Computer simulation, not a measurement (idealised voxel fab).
voxel self aligned contacts: a process module
Section cut is 200 nm wide and gridded with 5 nm square cells.
Just so we're on the same page, the cross-sections are grids of square cells, and they're listed out in bands top to bottom, each band one or more rows deep. In this notation a band is specified by the heights of its top and bottom, in that order and in nm, after which its materials appear from left to right, each paired with its width in nm. The word "everywhere" attached to a single material means that material fills the band from edge to edge; the word "empty" stands for empty space. Heads up on the height convention: 0 is the point under which the incoming wafer is all one material, and the lowest band has no bottom, it just keeps going down, like "0..down". A width given as "30->40" starts at the first number in the band's top row and ends at the second number in its bottom row, shifting by an equal amount at every step from row to row. It should be understood that the words "nothing got changed", when stated for a given step, signify that the cross-section underwent no change in any of its cells during that step. Empty spaces counting at least 8 cells and having no open way to the top are listed in "Sealed voids". The notation width x height at distance is used for each, the distance being from the left edge and all three values in nm. after a step's settings: what the simulator itself notes on the step. If you see "overlay nm" on a step's line and that step has a mask, it's telling you how far right of where it was planned the mask ended up; a negative number means it went left instead.
Here's what the planned process steps look like
1: RECEIVE [material Si]
2: OXIDIZE [depth nm 5]
3: DIRECTIONAL_DEP [material polySi] [thk nm 30]
4: DIRECTIONAL_DEP [material SiN] [thk nm 20]
5: DIRECTIONAL_DEP [material aC] [thk nm 15]
6: PATTERN [tone cover] [mask id GATE] [material resist] [width nm 25] [pitch nm 60] [thk nm 35] [overlay nm 0]
7: DIRECTIONAL_ETCH [etch materials aC] [depth nm 15]
8: STRIP [etch materials resist]
9: DIRECTIONAL_ETCH [etch materials SiN] [depth nm 20]
10: DIRECTIONAL_ETCH [etch materials polySi] [depth nm 30]
11: STRIP [etch materials aC]
12: CONFORMAL_DEP [material SiN] [thk nm 10]
13: DIRECTIONAL_ETCH [etch materials SiN] [depth nm 10]
14: FILL_DEP [material SiO2] [thk nm 20]
15: CMP [height nm 60]
16: PATTERN [tone open] [mask id CONTACT] [material resist] [width nm 45] [pitch nm 60] [thk nm 15] [overlay nm 0]
17: DIRECTIONAL_ETCH [etch materials SiO2] [depth nm 65]
18: STRIP [etch materials resist]
19: CONFORMAL_DEP [material TiN] [thk nm 5]
20: FILL_DEP [material Ru] [thk nm 10]
21: CMP [height nm 60]
22: CONFORMAL_DEP [material SiCN] [thk nm 5]
Incoming wafer, cross-sectional view, post step 1
- 0..down  Si everywhere
- Sealed voids: none
Cross-section, first of two wafers, end of module, run as planned
- 65..60  SiCN everywhere
- 60..50  SiO2 45 nm  TiN 5->20 nm  Ru 35->5 nm  TiN 5->20 nm  SiO2 15 nm  TiN 5->20 nm  Ru 35->5 nm  TiN 5->20 nm  SiO2 50 nm
- 50..30  SiO2 15 nm  SiN 45 nm  TiN 5 nm  Ru 5 nm  TiN 5 nm  SiN 45 nm  TiN 5 nm  Ru 5 nm  TiN 5 nm  SiN 45 nm  SiO2 20 nm
- 30..0  SiO2 15 nm  SiN 10 nm  polySi 25 nm  SiN 10 nm  TiN 5 nm  Ru 5 nm  TiN 5 nm  SiN 10 nm  polySi 25 nm  SiN 10 nm  TiN 5 nm  Ru 5 nm  TiN 5 nm  SiN 10 nm  polySi 25 nm  SiN 10 nm  SiO2 20 nm
- 0..-5  SiO2 60 nm  TiN 15 nm  SiO2 45 nm  TiN 15 nm  SiO2 65 nm
- -5..down  Si everywhere
- Sealed voids: none
Here's the second of our two wafers sectioned at module end. Same start as the first, same plan, but one mistake got made running it
- 65..50  SiCN everywhere
- 50..30  SiN everywhere
- 30..0  polySi everywhere
- 0..-5  SiO2 everywhere
- -5..down  Si everywhere
- Sealed voids: none
Processing error: in deviation from the planned setting, step 5 was conducted as DIRECTIONAL_DEP [material SiCN] [thk nm 15]
Final comparison by cell count, materials where the second wafer has more or fewer than the first: -36 Ru, +80 SiCN, -20 SiN, -108 SiO2, -66 TiN, +150 polySi
